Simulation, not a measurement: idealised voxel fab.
Documented hereafter: the process module known as voxel transistor to metal.
We display cut, a cross-section 265 nm in width whose square cells are each 5 nm.
Cross-section, as written here: a square-cell grid given band by band from the top down, where a band holds one or more rows of cells. Top height, bottom height, nm. Materials left to right, width each, nm. Single material + "edge to edge" = fills band edge to edge. "blank" = empty. The reference from which all heights are counted is 0, the level beneath which the as-received wafer is entirely one material; the lowest band, having no lower bound, proceeds downward and is written after the example "0 down". The expression "30 to 40" gives the width at the extremes of the band, the first number at its top row of cells and the second at its bottom row, with the width changing by equal amounts from each row to the next in between. For the purposes of this document, the phrase "changes: none" attached to a step denotes that no cell within the cross-section was modified by that step. In the "Sealed internal voids" entry, you get each enclosed empty space of 8 cells or more, one with no open way to the top, written width x height at distance, distance from the left edge, in nm. It should be noted that, on the line of a given step, the content following the step's settings is a remark produced by the simulator itself with respect to that step. On any step carrying a mask, the "overlay nm" setting, if present on the step's line, tells how far right of its planned place the mask lay; negative values point to the left.

Below is the list of planned process steps
1. op RECEIVE | material Si
2. op OXIDIZE | depth nm 5
3. op CONFORMAL_DEP | material SiN | thk nm 15
4. op PATTERN | tone cover | mask id ACTIVE | material resist | width nm 105 | pitch nm 130 | thk nm 20 | overlay nm 0
5. op DIRECTIONAL_ETCH | etch materials SiN | depth nm 15
6. op DIRECTIONAL_ETCH | etch materials SiO2 | depth nm 5
7. op DIRECTIONAL_ETCH | etch materials Si | depth nm 25
8. op STRIP | etch materials resist
9. op OXIDIZE | depth nm 5
10. op FILL_DEP | material SiO2 | thk nm 15
11. op CMP | height nm 15
12. op SELECTIVE_ETCH | etch materials SiO2 | depth nm 10
13. op STRIP | etch materials SiN
14. op SELECTIVE_ETCH | etch materials SiO2 | depth nm 5
15. op OXIDIZE | depth nm 5
16. op DIRECTIONAL_DEP | material polySi | thk nm 25
17. op DIRECTIONAL_DEP | material SiCN | thk nm 10
18. op MASKED_ETCH | tone cover | mask id GATE | width nm 25 | pitch nm 130 | etch materials SiCN | depth nm 20 | overlay nm 0
19. op MASKED_ETCH | tone cover | mask id GATE | width nm 25 | pitch nm 130 | etch materials polySi | depth nm 35 | overlay nm 0
20. op CONFORMAL_DEP | material SiN | thk nm 5
21. op DIRECTIONAL_ETCH | etch materials SiN | depth nm 5
22. op DIRECTIONAL_ETCH | etch materials SiO2 | depth nm 5
23. op EPI | material nSi | thk nm 5
24. op FILL_DEP | material SiO2 | thk nm 5
25. op CMP | height nm 30
26. op DIRECTIONAL_DEP | material SiO2 | thk nm 10
27. op MASKED_ETCH | tone open | mask id CONTACT | width nm 15 | etch materials SiO2 | depth nm 45 | overlay nm 0
28. op CONFORMAL_DEP | material TiN | thk nm 5
29. op FILL_DEP | material Ru | thk nm 10
30. op CMP | height nm 40
31. op CONFORMAL_DEP | material SiN | thk nm 5
32. op DIRECTIONAL_DEP | material SiO2 | thk nm 25
33. op MASKED_ETCH | tone open | mask id METAL_1 | width nm 15 | etch materials SiO2 | depth nm 25 | overlay nm 0
34. op MASKED_ETCH | tone open | mask id METAL_1 | width nm 15 | etch materials SiN | depth nm 5 | overlay nm 0
35. op CONFORMAL_DEP | material TiN | thk nm 5
36. op FILL_DEP | material Ru | thk nm 10
37. op CMP | height nm 70
38. op EPI | material Ru | thk nm 5
39. op FILL_DEP | material SiCN | thk nm 5

First of two wafers - as planned

as received, after step 1
- 0 down  Si edge to edge
- Sealed internal voids: none

after step 2
- 0 to -5  SiO2 edge to edge
- Below -5, no change.

after step 3
- 15 to 0  SiN edge to edge
- Below 0, no change.

after step 4
- 35 to 15  15 blank; 105 resist; 25 blank; 105 resist; 15 blank
- Below 15, no change.

after step 5
- 35 to 15  15 blank; 105 resist; 25 blank; 105 resist; 15 blank
- 15 to 0  15 blank; 105 SiN; 25 blank; 105 SiN; 15 blank
- Below 0, no change.

after step 6
- 35 to 15  15 blank; 105 resist; 25 blank; 105 resist; 15 blank
- 15 to 0  15 blank; 105 SiN; 25 blank; 105 SiN; 15 blank
- 0 to -5  15 blank; 105 SiO2; 25 blank; 105 SiO2; 15 blank
- Below -5, no change.

after step 7
- 35 to 15  15 blank; 105 resist; 25 blank; 105 resist; 15 blank
- 15 to 0  15 blank; 105 SiN; 25 blank; 105 SiN; 15 blank
- 0 to -5  15 blank; 105 SiO2; 25 blank; 105 SiO2; 15 blank
- -5 to -30  15 blank; 105 Si; 25 blank; 105 Si; 15 blank
- Below -30, no change.

after step 8
- 15 to 0  15 blank; 105 SiN; 25 blank; 105 SiN; 15 blank
- Below 0, no change.

after step 9
- 15 to 0  15 blank; 105 SiN; 25 blank; 105 SiN; 15 blank
- 0 to -5  15 blank; 105 SiO2; 25 blank; 105 SiO2; 15 blank
- -5 to -30  15 blank; 5 SiO2; 95 Si; 5 SiO2; 25 blank; 5 SiO2; 95 Si; 5 SiO2; 15 blank
- -30 to -35  20 SiO2; 95 Si; 35 SiO2; 95 Si; 20 SiO2
- Below -35, no change.

after step 10
- 30 to 15  SiO2 edge to edge
- 15 to 0  15 SiO2; 105 SiN; 25 SiO2; 105 SiN; 15 SiO2
- 0 to -5  SiO2 edge to edge
- -5 to -35  20 SiO2; 95 Si; 35 SiO2; 95 Si; 20 SiO2
- Below -35, no change.

after step 11
- 15 to 0  15 SiO2; 105 SiN; 25 SiO2; 105 SiN; 15 SiO2
- Below 0, no change.

after step 12
- 15 to 5  15 blank; 105 SiN; 25 blank; 105 SiN; 15 blank
- Below 5, no change.

after step 13
- 5 to 0  15 SiO2; 105 blank; 25 SiO2; 105 blank; 15 SiO2
- Below 0, no change.

after step 14
- 0 to -5  10 SiO2; 115 blank; 15 SiO2; 115 blank; 10 SiO2
- Below -5, no change.

after step 15
- 0 to -5  10 SiO2; 115 blank; 15 SiO2; 115 blank; 10 SiO2
- -5 to -10  SiO2 edge to edge
- Below -10, no change.

after step 16
- 25 to 20  10 polySi; 115 blank; 15 polySi; 115 blank; 10 polySi
- 20 to 0  polySi edge to edge
- 0 to -5  10 SiO2; 115 polySi; 15 SiO2; 115 polySi; 10 SiO2
- Below -5, no change.

after step 17
- 35 to 30  10 SiCN; 115 blank; 15 SiCN; 115 blank; 10 SiCN
- 30 to 25  SiCN edge to edge
- 25 to 20  10 polySi; 115 SiCN; 15 polySi; 115 SiCN; 10 polySi
- Below 20, no change.

after step 18
- 30 to 25  55 blank; 25 SiCN; 105 blank; 25 SiCN; 55 blank
- 25 to 20  10 polySi; 45 blank; 25 SiCN; 45 blank; 15 polySi; 45 blank; 25 SiCN; 45 blank; 10 polySi
- Below 20, no change.

after step 19
- 30 to 20  55 blank; 25 SiCN; 105 blank; 25 SiCN; 55 blank
- 20 to 0  55 blank; 25 polySi; 105 blank; 25 polySi; 55 blank
- 0 to -5  10 SiO2; 45 blank; 25 polySi; 45 blank; 15 SiO2; 45 blank; 25 polySi; 45 blank; 10 SiO2
- Below -5, no change.

after step 20
- 35 to 30  50 blank; 35 SiN; 95 blank; 35 SiN; 50 blank
- 30 to 20  50 blank; 5 SiN; 25 SiCN; 5 SiN; 95 blank; 5 SiN; 25 SiCN; 5 SiN; 50 blank
- 20 to 5  50 blank; 5 SiN; 25 polySi; 5 SiN; 95 blank; 5 SiN; 25 polySi; 5 SiN; 50 blank
- 5 to 0  15 SiN; 35 blank; 5 SiN; 25 polySi; 5 SiN; 35 blank; 25 SiN; 35 blank; 5 SiN; 25 polySi; 5 SiN; 35 blank; 15 SiN
- 0 to -5  10 SiO2; 45 SiN; 25 polySi; 45 SiN; 15 SiO2; 45 SiN; 25 polySi; 45 SiN; 10 SiO2
- Below -5, no change.

after step 21
- 30 to 20  50 blank; 5 SiN; 25 SiCN; 5 SiN; 95 blank; 5 SiN; 25 SiCN; 5 SiN; 50 blank
- 20 to 0  50 blank; 5 SiN; 25 polySi; 5 SiN; 95 blank; 5 SiN; 25 polySi; 5 SiN; 50 blank
- 0 to -5  10 SiO2; 5 SiN; 35 blank; 5 SiN; 25 polySi; 5 SiN; 35 blank; 5 SiN; 15 SiO2; 5 SiN; 35 blank; 5 SiN; 25 polySi; 5 SiN; 35 blank; 5 SiN; 10 SiO2
- Below -5, no change.

after step 22
- 30 to 20  50 blank; 5 SiN; 25 SiCN; 5 SiN; 95 blank; 5 SiN; 25 SiCN; 5 SiN; 50 blank
- 20 to 0  50 blank; 5 SiN; 25 polySi; 5 SiN; 95 blank; 5 SiN; 25 polySi; 5 SiN; 50 blank
- 0 to -5  10 blank; 5 SiN; 35 blank; 5 SiN; 25 polySi; 5 SiN; 35 blank; 5 SiN; 15 blank; 5 SiN; 35 blank; 5 SiN; 25 polySi; 5 SiN; 35 blank; 5 SiN; 10 blank
- -5 to -10  15 SiO2; 35 blank; 35 SiO2; 35 blank; 25 SiO2; 35 blank; 35 SiO2; 35 blank; 15 SiO2
- Below -10, no change.

after step 23
- 30 to 20  50 blank; 5 SiN; 25 SiCN; 5 SiN; 95 blank; 5 SiN; 25 SiCN; 5 SiN; 50 blank
- 20 to 0  50 blank; 5 SiN; 25 polySi; 5 SiN; 95 blank; 5 SiN; 25 polySi; 5 SiN; 50 blank
- 0 to -5  10 blank; 5 SiN; 35 blank; 5 SiN; 25 polySi; 5 SiN; 35 blank; 5 SiN; 15 blank; 5 SiN; 35 blank; 5 SiN; 25 polySi; 5 SiN; 35 blank; 5 SiN; 10 blank
- -5 to -10  15 SiO2; 35 nSi; 35 SiO2; 35 nSi; 25 SiO2; 35 nSi; 35 SiO2; 35 nSi; 15 SiO2
- Below -10, no change.

after step 24
- 35 to 30  SiO2 edge to edge
- 30 to 20  50 SiO2; 5 SiN; 25 SiCN; 5 SiN; 95 SiO2; 5 SiN; 25 SiCN; 5 SiN; 50 SiO2
- 20 to 0  50 SiO2; 5 SiN; 25 polySi; 5 SiN; 95 SiO2; 5 SiN; 25 polySi; 5 SiN; 50 SiO2
- 0 to -5  10 SiO2; 5 SiN; 35 SiO2; 5 SiN; 25 polySi; 5 SiN; 35 SiO2; 5 SiN; 15 SiO2; 5 SiN; 35 SiO2; 5 SiN; 25 polySi; 5 SiN; 35 SiO2; 5 SiN; 10 SiO2
- Below -5, no change.

after step 25
- 30 to 20  50 SiO2; 5 SiN; 25 SiCN; 5 SiN; 95 SiO2; 5 SiN; 25 SiCN; 5 SiN; 50 SiO2
- Below 20, no change.

after step 26
- 40 to 30  SiO2 edge to edge
- Below 30, no change.

after step 27
- 40 to 30  25 SiO2; 15 blank; 55 SiO2; 15 blank; 45 SiO2; 15 blank; 55 SiO2; 15 blank; 25 SiO2
- 30 to 20  25 SiO2; 15 blank; 10 SiO2; 5 SiN; 25 SiCN; 5 SiN; 10 SiO2; 15 blank; 45 SiO2; 15 blank; 10 SiO2; 5 SiN; 25 SiCN; 5 SiN; 10 SiO2; 15 blank; 25 SiO2
- 20 to 0  25 SiO2; 15 blank; 10 SiO2; 5 SiN; 25 polySi; 5 SiN; 10 SiO2; 15 blank; 45 SiO2; 15 blank; 10 SiO2; 5 SiN; 25 polySi; 5 SiN; 10 SiO2; 15 blank; 25 SiO2
- 0 to -5  10 SiO2; 5 SiN; 10 SiO2; 15 blank; 10 SiO2; 5 SiN; 25 polySi; 5 SiN; 10 SiO2; 15 blank; 10 SiO2; 5 SiN; 15 SiO2; 5 SiN; 10 SiO2; 15 blank; 10 SiO2; 5 SiN; 25 polySi; 5 SiN; 10 SiO2; 15 blank; 10 SiO2; 5 SiN; 10 SiO2
- Below -5, no change.

after step 28
- 45 to 40  30 TiN; 5 blank; 65 TiN; 5 blank; 55 TiN; 5 blank; 65 TiN; 5 blank; 30 TiN
- 40 to 30  25 SiO2; 5 TiN; 5 blank; 5 TiN; 55 SiO2; 5 TiN; 5 blank; 5 TiN; 45 SiO2; 5 TiN; 5 blank; 5 TiN; 55 SiO2; 5 TiN; 5 blank; 5 TiN; 25 SiO2
- 30 to 20  25 SiO2; 5 TiN; 5 blank; 5 TiN; 10 SiO2; 5 SiN; 25 SiCN; 5 SiN; 10 SiO2; 5 TiN; 5 blank; 5 TiN; 45 SiO2; 5 TiN; 5 blank; 5 TiN; 10 SiO2; 5 SiN; 25 SiCN; 5 SiN; 10 SiO2; 5 TiN; 5 blank; 5 TiN; 25 SiO2
- 20 to 0  25 SiO2; 5 TiN; 5 blank; 5 TiN; 10 SiO2; 5 SiN; 25 polySi; 5 SiN; 10 SiO2; 5 TiN; 5 blank; 5 TiN; 45 SiO2; 5 TiN; 5 blank; 5 TiN; 10 SiO2; 5 SiN; 25 polySi; 5 SiN; 10 SiO2; 5 TiN; 5 blank; 5 TiN; 25 SiO2
- 0 to -5  10 SiO2; 5 SiN; 10 SiO2; 15 TiN; 10 SiO2; 5 SiN; 25 polySi; 5 SiN; 10 SiO2; 15 TiN; 10 SiO2; 5 SiN; 15 SiO2; 5 SiN; 10 SiO2; 15 TiN; 10 SiO2; 5 SiN; 25 polySi; 5 SiN; 10 SiO2; 15 TiN; 10 SiO2; 5 SiN; 10 SiO2
- Below -5, no change.

after step 29
- 55 to 45  Ru edge to edge
- 45 to 40  30 TiN; 5 Ru; 65 TiN; 5 Ru; 55 TiN; 5 Ru; 65 TiN; 5 Ru; 30 TiN
- 40 to 30  25 SiO2; 5 TiN; 5 Ru; 5 TiN; 55 SiO2; 5 TiN; 5 Ru; 5 TiN; 45 SiO2; 5 TiN; 5 Ru; 5 TiN; 55 SiO2; 5 TiN; 5 Ru; 5 TiN; 25 SiO2
- 30 to 20  25 SiO2; 5 TiN; 5 Ru; 5 TiN; 10 SiO2; 5 SiN; 25 SiCN; 5 SiN; 10 SiO2; 5 TiN; 5 Ru; 5 TiN; 45 SiO2; 5 TiN; 5 Ru; 5 TiN; 10 SiO2; 5 SiN; 25 SiCN; 5 SiN; 10 SiO2; 5 TiN; 5 Ru; 5 TiN; 25 SiO2
- 20 to 0  25 SiO2; 5 TiN; 5 Ru; 5 TiN; 10 SiO2; 5 SiN; 25 polySi; 5 SiN; 10 SiO2; 5 TiN; 5 Ru; 5 TiN; 45 SiO2; 5 TiN; 5 Ru; 5 TiN; 10 SiO2; 5 SiN; 25 polySi; 5 SiN; 10 SiO2; 5 TiN; 5 Ru; 5 TiN; 25 SiO2
- Below 0, no change.

after step 30
- 40 to 30  25 SiO2; 5 TiN; 5 Ru; 5 TiN; 55 SiO2; 5 TiN; 5 Ru; 5 TiN; 45 SiO2; 5 TiN; 5 Ru; 5 TiN; 55 SiO2; 5 TiN; 5 Ru; 5 TiN; 25 SiO2
- Below 30, no change.

after step 31
- 45 to 40  SiN edge to edge
- Below 40, no change.

after step 32
- 70 to 45  SiO2 edge to edge
- Below 45, no change.

after step 33
- 70 to 45  25 SiO2; 15 blank; 55 SiO2; 15 blank; 45 SiO2; 15 blank; 55 SiO2; 15 blank; 25 SiO2
- Below 45, no change.

after step 34
- 70 to 45  25 SiO2; 15 blank; 55 SiO2; 15 blank; 45 SiO2; 15 blank; 55 SiO2; 15 blank; 25 SiO2
- 45 to 40  25 SiN; 15 blank; 55 SiN; 15 blank; 45 SiN; 15 blank; 55 SiN; 15 blank; 25 SiN
- Below 40, no change.

after step 35
- 75 to 70  30 TiN; 5 blank; 65 TiN; 5 blank; 55 TiN; 5 blank; 65 TiN; 5 blank; 30 TiN
- 70 to 45  25 SiO2; 5 TiN; 5 blank; 5 TiN; 55 SiO2; 5 TiN; 5 blank; 5 TiN; 45 SiO2; 5 TiN; 5 blank; 5 TiN; 55 SiO2; 5 TiN; 5 blank; 5 TiN; 25 SiO2
- 45 to 40  25 SiN; 15 TiN; 55 SiN; 15 TiN; 45 SiN; 15 TiN; 55 SiN; 15 TiN; 25 SiN
- Below 40, no change.

after step 36
- 85 to 75  Ru edge to edge
- 75 to 70  30 TiN; 5 Ru; 65 TiN; 5 Ru; 55 TiN; 5 Ru; 65 TiN; 5 Ru; 30 TiN
- 70 to 45  25 SiO2; 5 TiN; 5 Ru; 5 TiN; 55 SiO2; 5 TiN; 5 Ru; 5 TiN; 45 SiO2; 5 TiN; 5 Ru; 5 TiN; 55 SiO2; 5 TiN; 5 Ru; 5 TiN; 25 SiO2
- Below 45, no change.

after step 37
- 70 to 45  25 SiO2; 5 TiN; 5 Ru; 5 TiN; 55 SiO2; 5 TiN; 5 Ru; 5 TiN; 45 SiO2; 5 TiN; 5 Ru; 5 TiN; 55 SiO2; 5 TiN; 5 Ru; 5 TiN; 25 SiO2
- Below 45, no change.

after step 38
- 75 to 70  20 blank; 25 Ru; 45 blank; 25 Ru; 35 blank; 25 Ru; 45 blank; 25 Ru; 20 blank
- Below 70, no change.

after step 39
- 80 to 75  SiCN edge to edge
- 75 to 70  20 SiCN; 25 Ru; 45 SiCN; 25 Ru; 35 SiCN; 25 Ru; 45 SiCN; 25 Ru; 20 SiCN
- Below 70, no change.

Second wafer. Start and plan as for the first. One mistake made in running. Agrees with the first up to and including step 19

Look at the second wafer in cross-section at the time step 20 ought to have finished
- 45 to 30  40 blank; 55 SiN; 75 blank; 55 SiN; 40 blank
- 30 to 20  40 blank; 15 SiN; 25 SiCN; 15 SiN; 75 blank; 15 SiN; 25 SiCN; 15 SiN; 40 blank
- 20 to 15  40 blank; 15 SiN; 25 polySi; 15 SiN; 75 blank; 15 SiN; 25 polySi; 15 SiN; 40 blank
- 15 to 10  25 SiN; 15 blank; 15 SiN; 25 polySi; 15 SiN; 15 blank; 45 SiN; 15 blank; 15 SiN; 25 polySi; 15 SiN; 15 blank; 25 SiN
- 10 to 0  55 SiN; 25 polySi; 105 SiN; 25 polySi; 55 SiN
- 0 to -5  10 SiO2; 45 SiN; 25 polySi; 45 SiN; 15 SiO2; 45 SiN; 25 polySi; 45 SiN; 10 SiO2
- Below -5, no change.

Look at the second wafer in cross-section at the time step 21 ought to have finished
- 40 to 30  40 blank; 55 SiN; 75 blank; 55 SiN; 40 blank
- 30 to 20  40 blank; 15 SiN; 25 SiCN; 15 SiN; 75 blank; 15 SiN; 25 SiCN; 15 SiN; 40 blank
- 20 to 10  40 blank; 15 SiN; 25 polySi; 15 SiN; 75 blank; 15 SiN; 25 polySi; 15 SiN; 40 blank
- 10 to 5  25 SiN; 15 blank; 15 SiN; 25 polySi; 15 SiN; 15 blank; 45 SiN; 15 blank; 15 SiN; 25 polySi; 15 SiN; 15 blank; 25 SiN
- Below 5, no change.

Look at the second wafer in cross-section at the time step 22 ought to have finished: changes: none

Look at the second wafer in cross-section at the time step 23 ought to have finished: changes: none

Look at the second wafer in cross-section at the time step 24 ought to have finished
- 45 to 40  SiO2 edge to edge
- 40 to 30  40 SiO2; 55 SiN; 75 SiO2; 55 SiN; 40 SiO2
- 30 to 20  40 SiO2; 15 SiN; 25 SiCN; 15 SiN; 75 SiO2; 15 SiN; 25 SiCN; 15 SiN; 40 SiO2
- 20 to 10  40 SiO2; 15 SiN; 25 polySi; 15 SiN; 75 SiO2; 15 SiN; 25 polySi; 15 SiN; 40 SiO2
- 10 to 5  25 SiN; 15 SiO2; 15 SiN; 25 polySi; 15 SiN; 15 SiO2; 45 SiN; 15 SiO2; 15 SiN; 25 polySi; 15 SiN; 15 SiO2; 25 SiN
- Below 5, no change.

Look at the second wafer in cross-section at the time step 25 ought to have finished
- 30 to 20  40 SiO2; 15 SiN; 25 SiCN; 15 SiN; 75 SiO2; 15 SiN; 25 SiCN; 15 SiN; 40 SiO2
- Below 20, no change.

Look at the second wafer in cross-section at the time step 26 ought to have finished
- 40 to 30  SiO2 edge to edge
- Below 30, no change.

Look at the second wafer in cross-section at the time step 27 ought to have finished
- 40 to 30  25 SiO2; 15 blank; 55 SiO2; 15 blank; 45 SiO2; 15 blank; 55 SiO2; 15 blank; 25 SiO2
- 30 to 20  25 SiO2; 15 blank; 15 SiN; 25 SiCN; 15 SiN; 15 blank; 45 SiO2; 15 blank; 15 SiN; 25 SiCN; 15 SiN; 15 blank; 25 SiO2
- 20 to 10  25 SiO2; 15 blank; 15 SiN; 25 polySi; 15 SiN; 15 blank; 45 SiO2; 15 blank; 15 SiN; 25 polySi; 15 SiN; 15 blank; 25 SiO2
- 10 to 5  25 SiN; 15 blank; 15 SiN; 25 polySi; 15 SiN; 15 blank; 45 SiN; 15 blank; 15 SiN; 25 polySi; 15 SiN; 15 blank; 25 SiN
- Below 5, no change.

Look at the second wafer in cross-section at the time step 28 ought to have finished
- 45 to 40  30 TiN; 5 blank; 65 TiN; 5 blank; 55 TiN; 5 blank; 65 TiN; 5 blank; 30 TiN
- 40 to 30  25 SiO2; 5 TiN; 5 blank; 5 TiN; 55 SiO2; 5 TiN; 5 blank; 5 TiN; 45 SiO2; 5 TiN; 5 blank; 5 TiN; 55 SiO2; 5 TiN; 5 blank; 5 TiN; 25 SiO2
- 30 to 20  25 SiO2; 5 TiN; 5 blank; 5 TiN; 15 SiN; 25 SiCN; 15 SiN; 5 TiN; 5 blank; 5 TiN; 45 SiO2; 5 TiN; 5 blank; 5 TiN; 15 SiN; 25 SiCN; 15 SiN; 5 TiN; 5 blank; 5 TiN; 25 SiO2
- 20 to 10  25 SiO2; 5 TiN; 5 blank; 5 TiN; 15 SiN; 25 polySi; 15 SiN; 5 TiN; 5 blank; 5 TiN; 45 SiO2; 5 TiN; 5 blank; 5 TiN; 15 SiN; 25 polySi; 15 SiN; 5 TiN; 5 blank; 5 TiN; 25 SiO2
- 10 to 5  25 SiN; 15 TiN; 15 SiN; 25 polySi; 15 SiN; 15 TiN; 45 SiN; 15 TiN; 15 SiN; 25 polySi; 15 SiN; 15 TiN; 25 SiN
- Below 5, no change.

Look at the second wafer in cross-section at the time step 29 ought to have finished
- 55 to 45  Ru edge to edge
- 45 to 40  30 TiN; 5 Ru; 65 TiN; 5 Ru; 55 TiN; 5 Ru; 65 TiN; 5 Ru; 30 TiN
- 40 to 30  25 SiO2; 5 TiN; 5 Ru; 5 TiN; 55 SiO2; 5 TiN; 5 Ru; 5 TiN; 45 SiO2; 5 TiN; 5 Ru; 5 TiN; 55 SiO2; 5 TiN; 5 Ru; 5 TiN; 25 SiO2
- 30 to 20  25 SiO2; 5 TiN; 5 Ru; 5 TiN; 15 SiN; 25 SiCN; 15 SiN; 5 TiN; 5 Ru; 5 TiN; 45 SiO2; 5 TiN; 5 Ru; 5 TiN; 15 SiN; 25 SiCN; 15 SiN; 5 TiN; 5 Ru; 5 TiN; 25 SiO2
- 20 to 10  25 SiO2; 5 TiN; 5 Ru; 5 TiN; 15 SiN; 25 polySi; 15 SiN; 5 TiN; 5 Ru; 5 TiN; 45 SiO2; 5 TiN; 5 Ru; 5 TiN; 15 SiN; 25 polySi; 15 SiN; 5 TiN; 5 Ru; 5 TiN; 25 SiO2
- Below 10, no change.

Look at the second wafer in cross-section at the time step 30 ought to have finished
- 40 to 30  25 SiO2; 5 TiN; 5 Ru; 5 TiN; 55 SiO2; 5 TiN; 5 Ru; 5 TiN; 45 SiO2; 5 TiN; 5 Ru; 5 TiN; 55 SiO2; 5 TiN; 5 Ru; 5 TiN; 25 SiO2
- Below 30, no change.

Look at the second wafer in cross-section at the time step 31 ought to have finished
- 45 to 40  SiN edge to edge
- Below 40, no change.

Look at the second wafer in cross-section at the time step 32 ought to have finished
- 70 to 45  SiO2 edge to edge
- Below 45, no change.

Look at the second wafer in cross-section at the time step 33 ought to have finished
- 70 to 45  25 SiO2; 15 blank; 55 SiO2; 15 blank; 45 SiO2; 15 blank; 55 SiO2; 15 blank; 25 SiO2
- Below 45, no change.

Look at the second wafer in cross-section at the time step 34 ought to have finished
- 70 to 45  25 SiO2; 15 blank; 55 SiO2; 15 blank; 45 SiO2; 15 blank; 55 SiO2; 15 blank; 25 SiO2
- 45 to 40  25 SiN; 15 blank; 55 SiN; 15 blank; 45 SiN; 15 blank; 55 SiN; 15 blank; 25 SiN
- Below 40, no change.

Look at the second wafer in cross-section at the time step 35 ought to have finished
- 75 to 70  30 TiN; 5 blank; 65 TiN; 5 blank; 55 TiN; 5 blank; 65 TiN; 5 blank; 30 TiN
- 70 to 45  25 SiO2; 5 TiN; 5 blank; 5 TiN; 55 SiO2; 5 TiN; 5 blank; 5 TiN; 45 SiO2; 5 TiN; 5 blank; 5 TiN; 55 SiO2; 5 TiN; 5 blank; 5 TiN; 25 SiO2
- 45 to 40  25 SiN; 15 TiN; 55 SiN; 15 TiN; 45 SiN; 15 TiN; 55 SiN; 15 TiN; 25 SiN
- Below 40, no change.

Look at the second wafer in cross-section at the time step 36 ought to have finished
- 85 to 75  Ru edge to edge
- 75 to 70  30 TiN; 5 Ru; 65 TiN; 5 Ru; 55 TiN; 5 Ru; 65 TiN; 5 Ru; 30 TiN
- 70 to 45  25 SiO2; 5 TiN; 5 Ru; 5 TiN; 55 SiO2; 5 TiN; 5 Ru; 5 TiN; 45 SiO2; 5 TiN; 5 Ru; 5 TiN; 55 SiO2; 5 TiN; 5 Ru; 5 TiN; 25 SiO2
- Below 45, no change.

Look at the second wafer in cross-section at the time step 37 ought to have finished
- 70 to 45  25 SiO2; 5 TiN; 5 Ru; 5 TiN; 55 SiO2; 5 TiN; 5 Ru; 5 TiN; 45 SiO2; 5 TiN; 5 Ru; 5 TiN; 55 SiO2; 5 TiN; 5 Ru; 5 TiN; 25 SiO2
- Below 45, no change.

Look at the second wafer in cross-section at the time step 38 ought to have finished
- 75 to 70  20 blank; 25 Ru; 45 blank; 25 Ru; 35 blank; 25 Ru; 45 blank; 25 Ru; 20 blank
- Below 70, no change.

Look at the second wafer in cross-section at the time step 39 ought to have finished
- 80 to 75  SiCN edge to edge
- 75 to 70  20 SiCN; 25 Ru; 45 SiCN; 25 Ru; 35 SiCN; 25 Ru; 45 SiCN; 25 Ru; 20 SiCN
- Below 70, no change.
Misprocessing identified: contrary to plan, step 20 was performed as op CONFORMAL_DEP | material SiN | thk nm 15
End check, counted in cells, second wafer has more or fewer of these materials than the first: 8 fewer of Ru | 126 more of SiN | 74 fewer of SiO2 | 16 fewer of TiN | 28 fewer of nSi
